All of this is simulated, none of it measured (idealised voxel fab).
The process module that follows is named voxel ribs on slabs.
Shown is cross-section cut, with a width of 255 nm and square cells of size 5 nm.
Format of a cross-section: grid, square cells. Given as bands. Order: top down. Band: one or more rows of cells.
What a band's entry tells you: where the top is and where the bottom is, as heights in nm, and after that what lies inside, material by material from left to right, each with its width in nm. Empty space is written as the word "empty", and a single material marked with the word "full width" occupies the band from edge to edge.
Where do heights start? At 0: under that level the wafer as delivered is made of one material only. And the lowest band has no floor; it just carries on downward, as in "top 0, no bottom".
A width such as "30 to 40" changes by the same amount from each row of cells to the next, from the band's top row to its bottom row.
"nothing altered" -> step changed no cross-section cell.
Closed empty spaces: empty space of 8 cells or more with no open way to the top, each as width x height at its distance from the left edge, in nm
Where a step's line continues beyond its settings, the continuation is a remark by the simulator itself on that step.
A step's line can hold "overlay nm"; with a mask on that step, the setting says how far right of the planned place the mask lay, while a negative setting says it lay to the left.

Planned process steps:
- 1: RECEIVE | material Si
- 2: DIRECTIONAL_DEP | material SiO2 | thk nm 30
- 3: DIRECTIONAL_DEP | material polySi | thk nm 25
- 4: MASKED_ETCH | tone cover | mask id RIB | width nm 25 | etch materials polySi | depth nm 15 | overlay nm 0
- 5: MASKED_ETCH | tone cover | mask id SLAB | width nm 75 | etch materials polySi | depth nm 10 | overlay nm 0
- 6: FILL_DEP | material SiO2 | thk nm 15
- 7: CMP | height nm 65
- 8: DIRECTIONAL_DEP | material TiN | thk nm 10
- 9: PATTERN | tone cover | mask id HEATER | material resist | width nm 35 | thk nm 15 | overlay nm 0
- 10: DIRECTIONAL_ETCH | etch materials TiN | depth nm 10
- 11: STRIP | etch materials resist
- 12: CONFORMAL_DEP | material SiO2 | thk nm 5

First of two wafers, with the run carried out as planned:

Cross-section of the incoming wafer, state after step 1:
- top 0, no bottom = Si full width
- Closed empty spaces: none

Cross-section through the wafer, step 2 finished:
- top 30, bottom 0 = SiO2 full width
- Anything lower than 0 is untouched.

Cross-section through the wafer, step 3 finished:
- top 55, bottom 30 = polySi full width
- Anything lower than 30 is untouched.

Cross-section through the wafer, step 4 finished:
- top 55, bottom 40 = empty 115, then polySi 25, then empty 115
- Anything lower than 40 is untouched.

Cross-section through the wafer, step 5 finished:
- top 55, bottom 40 = empty 115, then polySi 25, then empty 115
- top 40, bottom 30 = empty 90, then polySi 75, then empty 90
- Anything lower than 30 is untouched.

Cross-section through the wafer, step 6 finished:
- top 70, bottom 55 = SiO2 full width
- top 55, bottom 40 = SiO2 115, then polySi 25, then SiO2 115
- top 40, bottom 30 = SiO2 90, then polySi 75, then SiO2 90
- Anything lower than 30 is untouched.

Cross-section through the wafer, step 7 finished:
- top 65, bottom 55 = SiO2 full width
- Anything lower than 55 is untouched.

Cross-section through the wafer, step 8 finished:
- top 75, bottom 65 = TiN full width
- Anything lower than 65 is untouched.

Cross-section through the wafer, step 9 finished:
- top 90, bottom 75 = empty 110, then resist 35, then empty 110
- Anything lower than 75 is untouched.

Cross-section through the wafer, step 10 finished:
- top 90, bottom 75 = empty 110, then resist 35, then empty 110
- top 75, bottom 65 = empty 110, then TiN 35, then empty 110
- Anything lower than 65 is untouched.

Cross-section through the wafer, step 11 finished:
- top 75, bottom 65 = empty 110, then TiN 35, then empty 110
- Anything lower than 65 is untouched.

Cross-section through the wafer, step 12 finished:
- top 80, bottom 75 = empty 105, then SiO2 45, then empty 105
- top 75, bottom 70 = empty 105, then SiO2 5, then TiN 35, then SiO2 5, then empty 105
- top 70, bottom 65 = SiO2 110, then TiN 35, then SiO2 110
- Anything lower than 65 is untouched.

The Second Wafer: Common Origin and Plan, One Mistake in Execution, Identical to the First Through Step 3:

Second wafer at the planned finish of step 4, seen in cross-section:
- top 55, bottom 40 = polySi 115, then empty 25, then polySi 115
- Anything lower than 40 is untouched.

Second wafer at the planned finish of step 5, seen in cross-section:
- top 55, bottom 45 = empty 90, then polySi 25, then empty 25, then polySi 25, then empty 90
- Anything lower than 45 is untouched.

Second wafer at the planned finish of step 6, seen in cross-section:
- top 70, bottom 55 = SiO2 full width
- top 55, bottom 45 = SiO2 90, then polySi 25, then SiO2 25, then polySi 25, then SiO2 90
- top 45, bottom 40 = polySi 115, then SiO2 25, then polySi 115
- Anything lower than 40 is untouched.

Second wafer at the planned finish of step 7, seen in cross-section:
- top 65, bottom 55 = SiO2 full width
- Anything lower than 55 is untouched.

Second wafer at the planned finish of step 8, seen in cross-section:
- top 75, bottom 65 = TiN full width
- Anything lower than 65 is untouched.

Second wafer at the planned finish of step 9, seen in cross-section:
- top 90, bottom 75 = empty 110, then resist 35, then empty 110
- Anything lower than 75 is untouched.

Second wafer at the planned finish of step 10, seen in cross-section:
- top 90, bottom 75 = empty 110, then resist 35, then empty 110
- top 75, bottom 65 = empty 110, then TiN 35, then empty 110
- Anything lower than 65 is untouched.

Second wafer at the planned finish of step 11, seen in cross-section:
- top 75, bottom 65 = empty 110, then TiN 35, then empty 110
- Anything lower than 65 is untouched.

Second wafer at the planned finish of step 12, seen in cross-section:
- top 80, bottom 75 = empty 105, then SiO2 45, then empty 105
- top 75, bottom 70 = empty 105, then SiO2 5, then TiN 35, then SiO2 5, then empty 105
- top 70, bottom 65 = SiO2 110, then TiN 35, then SiO2 110
- Anything lower than 65 is untouched.
Processing error: for step 4, the planned setting was not used; the step was instead run as MASKED_ETCH | tone open | mask id RIB | width nm 25 | etch materials polySi | depth nm 15 | overlay nm 0
It is noted that, at the conclusion of processing, the second wafer exhibits a higher or lower cell count for certain materials relative to the first: 123 fewer of SiO2; 123 more of polySi
